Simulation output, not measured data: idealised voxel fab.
process module | voxel self aligned contacts
In the cross-section labelled cut, the width is 215 nm and each square cell is 5 nm.
When this document writes out a cross-section, it uses a grid of square cells and lists it as bands, beginning at the top and moving down, with a band standing for one or more rows of cells.
Band entry format. Leading values: height of top, height of bottom, nm. Remainder: materials in left-to-right order, each with its width in nm. Special words: "full width" on a single material, which then fills the band edge to edge; "empty", empty space.
Heights from 0 (as-received wafer is one material below). Bottom band endless downward, as "z 0 and below".
The notation "30->40" denotes a width that varies across the rows of cells in the band, beginning at the first number in the top row, finishing at the second number in the bottom row, and changing by an identical amount from each row to the next.
Given "no alterations made" for a step, no cell of the cross-section differs between before and after that step.
"Unvented internal voids": empty spaces of 8 cells or more with no open way to the top, each given as width x height at distance, distance from the left edge, all in nm.
Formally, on a step line, whatever follows the settings is a remark that the simulator itself makes on the step.
Among the settings permitted on a step's line is "overlay nm"; applied to a step with a mask, it specifies the extent to which the mask lay to the right of its planned position, whereas a negative figure signifies a position to the left.
## Listed below are the process steps as planned
- 1: RECEIVE | material Si
- 2: CONFORMAL_DEP | material SiO2 | thk nm 5
- 3: DIRECTIONAL_DEP | material polySi | thk nm 20
- 4: DIRECTIONAL_DEP | material SiN | thk nm 25
- 5: PATTERN | tone cover | mask id GATE | material resist | width nm 25 | pitch nm 60 | thk nm 15 | overlay nm 0
- 6: DIRECTIONAL_ETCH | etch materials SiN | depth nm 25
- 7: DIRECTIONAL_ETCH | etch materials polySi | depth nm 20
- 8: STRIP | etch materials resist
- 9: CONFORMAL_DEP | material SiN | thk nm 10
- 10: DIRECTIONAL_ETCH | etch materials SiN | depth nm 10
- 11: FILL_DEP | material SiO2 | thk nm 15
- 12: CMP | height nm 60
- 13: DIRECTIONAL_DEP | material aC | thk nm 15
- 14: PATTERN | tone open | mask id CONTACT | material resist | width nm 45 | pitch nm 60 | thk nm 30 | overlay nm 0
- 15: DIRECTIONAL_ETCH | etch materials aC | depth nm 15
- 16: STRIP | etch materials resist
- 17: DIRECTIONAL_ETCH | etch materials SiO2 | depth nm 60
- 18: STRIP | etch materials aC
- 19: CONFORMAL_DEP | material TiN | thk nm 5
- 20: FILL_DEP | material W | thk nm 5
- 21: CMP | height nm 60
- 22: CONFORMAL_DEP | material SiCN | thk nm 5
## Cross-sectional view of the wafer in its as-received condition, corresponding to the state after step 1
  z 0 and below  Si full width
  Unvented internal voids: none
## Starting wafer: above. Plan: above. Run: one mistake. Cross-section after the module: below
  z 65 to 60  SiCN full width
  z 60 to 55  SiO2 55 nm  TiN 5 nm  W 35 nm  TiN 5 nm  SiO2 15 nm  TiN 5 nm  W 35 nm  TiN 5 nm  SiO2 55 nm
  z 55 to 50  SiO2 55 nm  TiN 45 nm  SiO2 15 nm  TiN 45 nm  SiO2 55 nm
  z 50 to 25  SiO2 25 nm  SiN 50 nm  TiN 10 nm  SiN 50 nm  TiN 10 nm  SiN 50 nm  SiO2 20 nm
  z 25 to 5  SiO2 25 nm  SiN 10 nm  polySi 30 nm  SiN 10 nm  TiN 10 nm  SiN 10 nm  polySi 30 nm  SiN 10 nm  TiN 10 nm  SiN 10 nm  polySi 30 nm  SiN 10 nm  SiO2 20 nm
  z 5 to 0  SiO2 75 nm  TiN 10 nm  SiO2 50 nm  TiN 10 nm  SiO2 70 nm
  z 0 and below  Si full width
  Unvented internal voids: none
Diagnosis: rather than as planned, step 5 actually ran as PATTERN | tone cover | mask id GATE | material resist | width nm 30 | pitch nm 60 | thk nm 15 | overlay nm 0
